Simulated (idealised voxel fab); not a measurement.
This section sets out a process module, namely voxel wiring stack.
Pictured: cross-section cut, 160 nm wide, on a grid of 5 nm square cells.
A cross-section is a grid of square cells, given in bands from the top down. A band is one or more rows of cells. Top height, bottom height, nm. Materials left to right, width each, nm. Single material + "throughout" = fills band edge to edge. "air" = empty. Height 0 is the level under which the wafer as received is all one material. The lowest band goes on downwards, as in "0 down". Width "30 to 40": first value at the band's top row of cells, second value at its bottom row, equal change from row to row. You'll sometimes find "everything unchanged" written for a step, and that's the way of saying that nowhere in the cross-section did a cell change during that step. The list in "Sealed internal cavities" covers empty spaces of 8 cells or more that cannot reach the top through any open way, and it gives each as width x height at distance; the distance is from the left edge, and width, height and distance are in nm. On a step's line, text after the settings is the simulator commenting on that step. overlay nm: mask right of planned place by this much (step with mask). Neg. = left.
This section lists the process steps that were planned:
1) RECEIVE: material Si
2) CONFORMAL_DEP: material SiO2, thk nm 15
3) CONFORMAL_DEP: material SiN, thk nm 5
4) DIRECTIONAL_DEP: material SiO2, thk nm 25
5) PATTERN: tone open, mask id METAL_1, material resist, width nm 25, pitch nm 45, thk nm 15, overlay nm 0
6) DIRECTIONAL_ETCH: etch materials SiO2, depth nm 25
7) DIRECTIONAL_ETCH: etch materials SiN, depth nm 5
8) STRIP: etch materials resist
9) CONFORMAL_DEP: material TiN, thk nm 5
10) FILL_DEP: material Ru, thk nm 10
11) CMP: height nm 45
12) CONFORMAL_DEP: material SiCN, thk nm 5
13) DIRECTIONAL_DEP: material SiO2, thk nm 30
14) MASKED_ETCH: tone open, mask id METAL_2, width nm 15, pitch nm 45, etch materials SiO2, depth nm 20, overlay nm 0
15) PATTERN: tone open, mask id METAL_2_HOLES, material resist, width nm 15, thk nm 20, overlay nm 0
16) DIRECTIONAL_ETCH: etch materials SiO2, depth nm 10
17) DIRECTIONAL_ETCH: etch materials SiCN, depth nm 5
18) STRIP: etch materials resist
19) CONFORMAL_DEP: material TiN, thk nm 5
20) FILL_DEP: material Cu, thk nm 10
21) CMP: height nm 80
22) CONFORMAL_DEP: material SiCN, thk nm 5
23) DIRECTIONAL_DEP: material lowk, thk nm 10
24) MASKED_ETCH: tone open, mask id PLUG_2, width nm 15, etch materials lowk, depth nm 10, overlay nm 0
25) MASKED_ETCH: tone open, mask id PLUG_2, width nm 15, etch materials SiCN, depth nm 5, overlay nm 0
26) CONFORMAL_DEP: material TiN, thk nm 5
27) FILL_DEP: material Cu, thk nm 5
28) CMP: height nm 95
29) CONFORMAL_DEP: material SiCN, thk nm 5
30) DIRECTIONAL_DEP: material SiO2, thk nm 20
31) MASKED_ETCH: tone open, mask id METAL_3, width nm 25, pitch nm 45, etch materials SiO2, depth nm 20, overlay nm 0
32) MASKED_ETCH: tone open, mask id METAL_3, width nm 25, pitch nm 45, etch materials SiCN, depth nm 5, overlay nm 0
33) CONFORMAL_DEP: material TiN, thk nm 5
34) FILL_DEP: material Cu, thk nm 5
35) CMP: height nm 120
36) CONFORMAL_DEP: material SiCN, thk nm 5
The width nm used in step 14 is not the same on every wafer, whereas the starting condition is; the value printed in the plan is the first wafer's.
The as-received cross-section of the first of several wafers corresponds to the state after step 1:
	0 down = Si throughout
	Sealed internal cavities: none
The rows of the table below are wafers. Looking at the end of the module, a row counts, for every material, the cells the wafer has gained, shown as (+), or lost, shown as (-), since it was received; its closed voids come next:
width nm 15 | +33 Cu | +30 Ru | +113 SiCN | +22 SiN | +456 SiO2 | +88 TiN | +58 lowk | Sealed internal cavities: none
width nm 20 | +39 Cu | +30 Ru | +113 SiCN | +22 SiN | +448 SiO2 | +90 TiN | +58 lowk | Sealed internal cavities: none
width nm 25 | +47 Cu | +30 Ru | +112 SiCN | +22 SiN | +440 SiO2 | +91 TiN | +58 lowk | Sealed internal cavities: none
width nm 30 | +53 Cu | +30 Ru | +112 SiCN | +22 SiN | +432 SiO2 | +93 TiN | +58 lowk | Sealed internal cavities: none
